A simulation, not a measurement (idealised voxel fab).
Documented hereafter: the process module known as voxel transistor to metal.
cross-section cut | 160 nm wide | cells 5 nm
This document writes a cross-section as a grid whose cells are square, and gives it as bands, listed from the top down; one or more rows of cells form a band. Top, bottom (nm), then materials left to right with widths (nm); lone material tagged "all across" fills the whole band edge to edge; "blank" = empty space. Heights from 0 (as-received wafer is one material below). Bottom band endless downward, as "0 -> down". The notation "30->40" denotes a width that varies across the rows of cells in the band, beginning at the first number in the top row, finishing at the second number in the bottom row, and changing by an identical amount from each row to the next. Where a step carries "no change occurred", the cross-section came out of it unchanged, cell for cell. "Closed empty spaces" - sealed voids, min. 8 cells, no opening to top; format: width x height at distance (distance from left edge; nm throughout). The remark found on a step's line after its settings is issued by the simulator itself and pertains to that step. The "overlay nm" setting may appear on a step's line; for a step that uses a mask, it gives how far to the right of its planned position the mask lay, and a negative value indicates the left.

-- Planned process steps
- 1: RECEIVE,material Si
- 2: OXIDIZE,depth nm 5
- 3: CONFORMAL_DEP,material SiN,thk nm 15
- 4: DIRECTIONAL_DEP,material aC,thk nm 10
- 5: PATTERN,tone cover,mask id ACTIVE,material resist,width nm 125,thk nm 30,overlay nm 0
- 6: DIRECTIONAL_ETCH,etch materials aC,depth nm 10
- 7: STRIP,etch materials resist
- 8: DIRECTIONAL_ETCH,etch materials SiN,depth nm 15
- 9: DIRECTIONAL_ETCH,etch materials SiO2,depth nm 5
- 10: DIRECTIONAL_ETCH,etch materials Si,depth nm 30
- 11: STRIP,etch materials aC
- 12: OXIDIZE,depth nm 5
- 13: FILL_DEP,material SiO2,thk nm 15
- 14: CMP,height nm 15
- 15: SELECTIVE_ETCH,etch materials SiO2,depth nm 10
- 16: STRIP,etch materials SiN
- 17: SELECTIVE_ETCH,etch materials SiO2,depth nm 5
- 18: OXIDIZE,depth nm 5
- 19: DIRECTIONAL_DEP,material polySi,thk nm 20
- 20: DIRECTIONAL_DEP,material SiCN,thk nm 10
- 21: DIRECTIONAL_DEP,material aC,thk nm 10
- 22: PATTERN,tone cover,mask id GATE,material resist,width nm 25,thk nm 30,overlay nm 0
- 23: DIRECTIONAL_ETCH,etch materials aC,depth nm 10
- 24: STRIP,etch materials resist
- 25: DIRECTIONAL_ETCH,etch materials SiCN,depth nm 20
- 26: DIRECTIONAL_ETCH,etch materials polySi,depth nm 30
- 27: STRIP,etch materials aC
- 28: CONFORMAL_DEP,material SiO2,thk nm 5
- 29: DIRECTIONAL_ETCH,etch materials SiO2,depth nm 5
- 30: CONFORMAL_DEP,material SiN,thk nm 5
- 31: DIRECTIONAL_ETCH,etch materials SiN,depth nm 5
- 32: DIRECTIONAL_ETCH,etch materials SiO2,depth nm 5
- 33: DIRECTIONAL_ETCH,etch materials Si,depth nm 5
- 34: EPI,material nSi,thk nm 5
- 35: FILL_DEP,material SiO2,thk nm 10
- 36: CMP,height nm 25
- 37: DIRECTIONAL_DEP,material SiO2,thk nm 15
- 38: MASKED_ETCH,tone open,mask id CONTACT,width nm 20,pitch nm 85,etch materials SiO2,depth nm 50,overlay nm 0
- 39: CONFORMAL_DEP,material TiN,thk nm 5
- 40: FILL_DEP,material Ru,thk nm 5
- 41: CMP,height nm 40
- 42: DIRECTIONAL_DEP,material TiN,thk nm 5
- 43: DIRECTIONAL_DEP,material Ru,thk nm 20
- 44: PATTERN,tone cover,mask id METAL_1,material resist,width nm 20,pitch nm 85,thk nm 20,overlay nm 0
- 45: DIRECTIONAL_ETCH,etch materials Ru,depth nm 20
- 46: DIRECTIONAL_ETCH,etch materials TiN,depth nm 5
- 47: STRIP,etch materials resist
- 48: CONFORMAL_DEP,material SiN,thk nm 5
- 49: FILL_DEP,material SiO2,thk nm 10
- 50: CMP,height nm 65
- 51: CONFORMAL_DEP,material SiCN,thk nm 5
Split variable: thk nm, step 30. Plan value = first wafer. Wafers start alike.

-- Incoming state of the first of several wafers in cross-section: after step 1
0 -> down | Si all across
Closed empty spaces: none

-- First of several wafers: cross-section at the end of the module, after step 51, its last step
70 -> 65 | SiCN all across
65 -> 45 | SiO2 20 nm, SiN 5 nm, Ru 20 nm, SiN 5 nm, SiO2 55 nm, SiN 5 nm, Ru 20 nm, SiN 5 nm, SiO2 25 nm
45 -> 40 | SiN 25 nm, TiN 20 nm, SiN 65 nm, TiN 20 nm, SiN 30 nm
40 -> 25 | SiO2 25 nm, TiN 5 nm, Ru 10 nm, TiN 5 nm, SiO2 65 nm, TiN 5 nm, Ru 10 nm, TiN 5 nm, SiO2 30 nm
25 -> 15 | SiO2 25 nm, TiN 5 nm, Ru 10 nm, TiN 5 nm, SiO2 10 nm, SiN 5 nm, SiO2 5 nm, SiCN 25 nm, SiO2 5 nm, SiN 5 nm, SiO2 10 nm, TiN 5 nm, Ru 10 nm, TiN 5 nm, SiO2 30 nm
15 -> 0 | SiO2 25 nm, TiN 5 nm, Ru 10 nm, TiN 5 nm, SiO2 10 nm, SiN 5 nm, SiO2 5 nm, polySi 25 nm, SiO2 5 nm, SiN 5 nm, SiO2 10 nm, TiN 5 nm, Ru 10 nm, TiN 5 nm, SiO2 30 nm
0 -> -5 | SiO2 15 nm, SiN 5 nm, SiO2 5 nm, TiN 5 nm, Ru 10 nm, TiN 5 nm, SiO2 10 nm, SiN 5 nm, SiO2 5 nm, polySi 25 nm, SiO2 5 nm, SiN 5 nm, SiO2 10 nm, TiN 5 nm, Ru 10 nm, TiN 5 nm, SiO2 5 nm, SiN 5 nm, SiO2 20 nm
-5 -> -10 | SiO2 25 nm, TiN 20 nm, SiO2 5 nm, nSi 5 nm, SiO2 45 nm, nSi 5 nm, SiO2 5 nm, TiN 20 nm, SiO2 30 nm
-10 -> -15 | SiO2 20 nm, nSi 35 nm, Si 45 nm, nSi 35 nm, SiO2 25 nm
-15 -> -40 | SiO2 20 nm, Si 115 nm, SiO2 25 nm
-40 -> down | Si all across
Closed empty spaces: none

-- Sectional view of the last wafer upon completion of the module
70 -> 65 | SiCN all across
65 -> 45 | SiO2 20 nm, SiN 5 nm, Ru 20 nm, SiN 5 nm, SiO2 55 nm, SiN 5 nm, Ru 20 nm, SiN 5 nm, SiO2 25 nm
45 -> 40 | SiN 25 nm, TiN 20 nm, SiN 65 nm, TiN 20 nm, SiN 30 nm
40 -> 30 | SiO2 25 nm, TiN 5 nm, Ru 10 nm, TiN 5 nm, SiO2 65 nm, TiN 5 nm, Ru 10 nm, TiN 5 nm, SiO2 30 nm
30 -> 25 | SiO2 25 nm, TiN 5 nm, Ru 5 nm, TiN 10 nm, SiO2 65 nm, TiN 10 nm, Ru 5 nm, TiN 5 nm, SiO2 30 nm
25 -> 20 | SiO2 25 nm, TiN 5 nm, Ru 5 nm, TiN 5 nm, SiN 20 nm, SiO2 5 nm, SiCN 25 nm, SiO2 5 nm, SiN 20 nm, TiN 5 nm, Ru 5 nm, TiN 5 nm, SiO2 30 nm
20 -> 15 | SiO2 25 nm, TiN 15 nm, SiN 20 nm, SiO2 5 nm, SiCN 25 nm, SiO2 5 nm, SiN 20 nm, TiN 15 nm, SiO2 30 nm
15 -> 10 | SiN 35 nm, TiN 5 nm, SiN 20 nm, SiO2 5 nm, polySi 25 nm, SiO2 5 nm, SiN 20 nm, TiN 5 nm, SiN 40 nm
10 -> 0 | SiN 60 nm, SiO2 5 nm, polySi 25 nm, SiO2 5 nm, SiN 65 nm
0 -> -5 | SiO2 15 nm, SiN 45 nm, SiO2 5 nm, polySi 25 nm, SiO2 5 nm, SiN 45 nm, SiO2 20 nm
-5 -> -10 | SiO2 all across
-10 -> -40 | SiO2 20 nm, Si 115 nm, SiO2 25 nm
-40 -> down | Si all across
Closed empty spaces: none

-- Note: the following table is arranged by wafer, a row apiece. Each row reports the end-of-module state: per material, cells gained (+) or cells lost (-) compared with the wafer as received; closed voids follow
thk nm 5; +68 Ru; -132 Si; +42 SiCN; +54 SiN; +328 SiO2; +52 TiN; +16 nSi; +20 polySi; Closed empty spaces: none
thk nm 10; +60 Ru; -118 Si; +42 SiCN; +89 SiN; +311 SiO2; +44 TiN; +20 polySi; Closed empty spaces: none
thk nm 15; +54 Ru; -118 Si; +42 SiCN; +120 SiN; +290 SiO2; +40 TiN; +20 polySi; Closed empty spaces: none
thk nm 20; +44 Ru; -118 Si; +42 SiCN; +147 SiN; +279 SiO2; +34 TiN; +20 polySi; Closed empty spaces: none
